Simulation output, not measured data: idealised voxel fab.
process module | voxel transistor to metal
cross-section cut | 285 nm wide | cells 5 nm
A cross-section is a grid of square cells, given in bands from the top down. A band is one or more rows of cells.
Each band's line starts with the height of the band's top and of its bottom, in nm. Then come its materials from left to right, each with its width in nm. One material with "throughout" fills the band from edge to edge. "air" is empty space.
Height 0 is the level under which the wafer as received is all one material. The lowest band goes on downwards, as in "0 down".
A width such as "30 to 40" changes by the same amount from each row of cells to the next, from the band's top row to its bottom row.
"no change" after a step means that no cell of the cross-section changed.
closed voids: empty space of 8 cells or more with no open way to the top, each as width x height at its distance from the left edge, in nm
after a step's settings: what the simulator itself notes on the step
overlay nm, on a step with a mask: how far to the right of its planned place the mask lay; to the left if negative
plan
1 op RECEIVE | material Si
2 op OXIDIZE | depth nm 5
3 op CONFORMAL_DEP | material SiN | thk nm 10
4 op DIRECTIONAL_DEP | material aC | thk nm 10
5 op PATTERN | tone cover | mask id ACTIVE | material resist | width nm 95 | pitch nm 115 | thk nm 30 | overlay nm 0
6 op DIRECTIONAL_ETCH | etch materials aC | depth nm 10
7 op STRIP | etch materials resist
8 op DIRECTIONAL_ETCH | etch materials SiN | depth nm 10
9 op DIRECTIONAL_ETCH | etch materials SiO2 | depth nm 5
10 op DIRECTIONAL_ETCH | etch materials Si | depth nm 30
11 op STRIP | etch materials aC
12 op FILL_DEP | material SiO2 | thk nm 10
13 op CMP | height nm 10
14 op SELECTIVE_ETCH | etch materials SiO2 | depth nm 10
15 op STRIP | etch materials SiN
16 op SELECTIVE_ETCH | etch materials SiO2 | depth nm 5
17 op OXIDIZE | depth nm 5
18 op DIRECTIONAL_DEP | material polySi | thk nm 25
19 op DIRECTIONAL_DEP | material SiCN | thk nm 10
20 op DIRECTIONAL_DEP | material aC | thk nm 15
21 op PATTERN | tone cover | mask id GATE | material resist | width nm 15 | pitch nm 115 | thk nm 30 | overlay nm 0
22 op DIRECTIONAL_ETCH | etch materials aC | depth nm 15
23 op STRIP | etch materials resist
24 op DIRECTIONAL_ETCH | etch materials SiCN | depth nm 20
25 op DIRECTIONAL_ETCH | etch materials polySi | depth nm 35
26 op STRIP | etch materials aC
27 op CONFORMAL_DEP | material SiO2 | thk nm 5
28 op DIRECTIONAL_ETCH | etch materials SiO2 | depth nm 5
29 op CONFORMAL_DEP | material SiN | thk nm 10
30 op DIRECTIONAL_ETCH | etch materials SiN | depth nm 10
31 op DIRECTIONAL_ETCH | etch materials SiO2 | depth nm 5
32 op EPI | material nSi | thk nm 5
33 op FILL_DEP | material SiO2 | thk nm 10
34 op CMP | height nm 30
35 op DIRECTIONAL_DEP | material SiO2 | thk nm 10
36 op DIRECTIONAL_DEP | material aC | thk nm 10
37 op PATTERN | tone open | mask id CONTACT | material resist | width nm 25 | thk nm 25 | overlay nm 0
38 op DIRECTIONAL_ETCH | etch materials aC | depth nm 10
39 op STRIP | etch materials resist
40 op DIRECTIONAL_ETCH | etch materials SiO2 | depth nm 45
41 op STRIP | etch materials aC
42 op CONFORMAL_DEP | material TiN | thk nm 5
43 op FILL_DEP | material W | thk nm 10
44 op CMP | height nm 40
45 op CONFORMAL_DEP | material SiN | thk nm 5
46 op DIRECTIONAL_DEP | material lowk | thk nm 25
47 op PATTERN | tone open | mask id METAL_1 | material resist | width nm 15 | thk nm 20 | overlay nm 0
48 op DIRECTIONAL_ETCH | etch materials lowk | depth nm 25
49 op DIRECTIONAL_ETCH | etch materials SiN | depth nm 5
50 op STRIP | etch materials resist
51 op CONFORMAL_DEP | material TiN | thk nm 5
52 op FILL_DEP | material Cu | thk nm 10
53 op CMP | height nm 70
54 op CONFORMAL_DEP | material SiN | thk nm 5
as received, after step 1
  0 down: Si throughout
  closed voids: none
a wafer at the end: this start, this plan, one mistake
  75 to 70: SiN throughout
  70 to 45: lowk 45 | TiN 5 | Cu 5 | TiN 5 | lowk 45 | TiN 5 | Cu 5 | TiN 5 | lowk 40 | TiN 5 | Cu 5 | TiN 5 | lowk 45 | TiN 5 | Cu 5 | TiN 5 | lowk 50
  45 to 40: SiN 45 | TiN 15 | SiN 45 | TiN 15 | SiN 40 | TiN 15 | SiN 45 | TiN 15 | SiN 50
  40 to 30: SiO2 45 | TiN 5 | W 15 to 5 | TiN 5 to 15 | SiO2 25 | TiN 5 to 15 | W 15 to 5 | TiN 5 | SiO2 40 | TiN 5 | W 15 to 5 | TiN 5 to 15 | SiO2 25 | TiN 5 to 15 | W 15 to 5 | TiN 5 | SiO2 50
  30 to 25: SiO2 45 | TiN 5 | W 5 | TiN 5 | SiN 10 | SiO2 25 | SiN 10 | TiN 5 | W 5 | TiN 5 | SiO2 40 | TiN 5 | W 5 | TiN 5 | SiN 10 | SiO2 25 | SiN 10 | TiN 5 | W 5 | TiN 5 | SiO2 50
  25 to 20: SiO2 45 | TiN 5 | W 5 | TiN 5 | SiN 10 | SiO2 5 | SiCN 15 | SiO2 5 | SiN 10 | TiN 5 | W 5 | TiN 5 | SiO2 40 | TiN 5 | W 5 | TiN 5 | SiN 10 | SiO2 5 | SiCN 15 | SiO2 5 | SiN 10 | TiN 5 | W 5 | TiN 5 | SiO2 50
  20 to 0: SiO2 45 | TiN 5 | W 5 | TiN 5 | SiN 10 | SiO2 5 | polySi 15 | SiO2 5 | SiN 10 | TiN 5 | W 5 | TiN 5 | SiO2 40 | TiN 5 | W 5 | TiN 5 | SiN 10 | SiO2 5 | polySi 15 | SiO2 5 | SiN 10 | TiN 5 | W 5 | TiN 5 | SiO2 50
  0 to -5: SiO2 45 | TiN 15 | SiN 10 | SiO2 5 | polySi 15 | SiO2 5 | SiN 10 | TiN 15 | SiO2 40 | TiN 15 | SiN 10 | SiO2 5 | polySi 15 | SiO2 5 | SiN 10 | TiN 15 | SiO2 50
  -5 to -10: SiO2 throughout
  -10 to -35: SiO2 35 | Si 95 | SiO2 20 | Si 95 | SiO2 40
  -35 down: Si throughout
  closed voids: none
what went wrong: step 31 ran as: op DIRECTIONAL_ETCH | etch materials SiCN | depth nm 5
